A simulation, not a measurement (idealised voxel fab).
Herein follows the process module entitled voxel ribs on slabs.
This is section cut - it's 260 nm across, gridded in 5 nm square cells.
Reading order for cross-sections: top band down to bottom band. Underlying form: a grid of square cells. Band size: one or more rows of cells. Within each band entry, the heights of the top and of the bottom of the band appear first, in that order and in nm; the materials of the band then follow from left to right, each with its corresponding width in nm. The designation "everywhere" on a single material indicates that it fills the band from edge to edge; the designation "air" indicates empty space. Ref level 0: as-received wafer is one material below here. Bottom band extends down with no lower bound ("from 0 down"). Top row gets the first number, bottom row gets the second, and each row in between changes by the same step: that is how a band width like "30..40" works. What does "no change occurred" mean for a step? It means no cell of the cross-section changed in that step. The entry titled "Closed voids list" provides the empty spaces that have no open way to the top, restricted to those of 8 cells or more. Each is presented as width x height at distance, the distance being measured from the left edge, with all three in nm. What comes after the settings on a step's line is commentary from the simulator itself on that step. overlay nm: how far to the right of its planned place the mask lay on this masked step (negative: to the left).
### Planned process steps
1,RECEIVE: material Si
2,DIRECTIONAL_DEP: material SiO2, thk nm 20
3,DIRECTIONAL_DEP: material SiN, thk nm 25
4,DIRECTIONAL_DEP: material aC, thk nm 10
5,PATTERN: tone cover, mask id RIB, material resist, width nm 20, thk nm 25, overlay nm 0
6,DIRECTIONAL_ETCH: etch materials aC, depth nm 10
7,STRIP: etch materials resist
8,DIRECTIONAL_ETCH: etch materials SiN, depth nm 5
9,STRIP: etch materials aC
10,MASKED_ETCH: tone cover, mask id SLAB, width nm 60, etch materials SiN, depth nm 20, overlay nm 0
11,FILL_DEP: material SiO2, thk nm 15
12,CMP: height nm 55
13,DIRECTIONAL_DEP: material W, thk nm 5
14,PATTERN: tone cover, mask id HEATER, material resist, width nm 30, thk nm 15, overlay nm 0
15,DIRECTIONAL_ETCH: etch materials W, depth nm 5
16,STRIP: etch materials resist
17,CONFORMAL_DEP: material SiO2, thk nm 10
### So this is the incoming wafer in cross-section - it's already been through step 1
    from 0 down: Si everywhere
    Closed voids list: none
### Cross-section at module end, one run error; start and plan unchanged from above
    from 60 to 55: 115 nm air; 30 nm W; 115 nm air
    from 55 to 45: SiO2 everywhere
    from 45 to 40: 120 nm SiO2; 20 nm SiN; 120 nm SiO2
    from 40 to 20: 100 nm SiO2; 60 nm SiN; 100 nm SiO2
    from 20 to 0: SiO2 everywhere
    from 0 down: Si everywhere
    Closed voids list: none
The mistake made against the process plan was this: yeah, step 17 of the plan got skipped, never ran
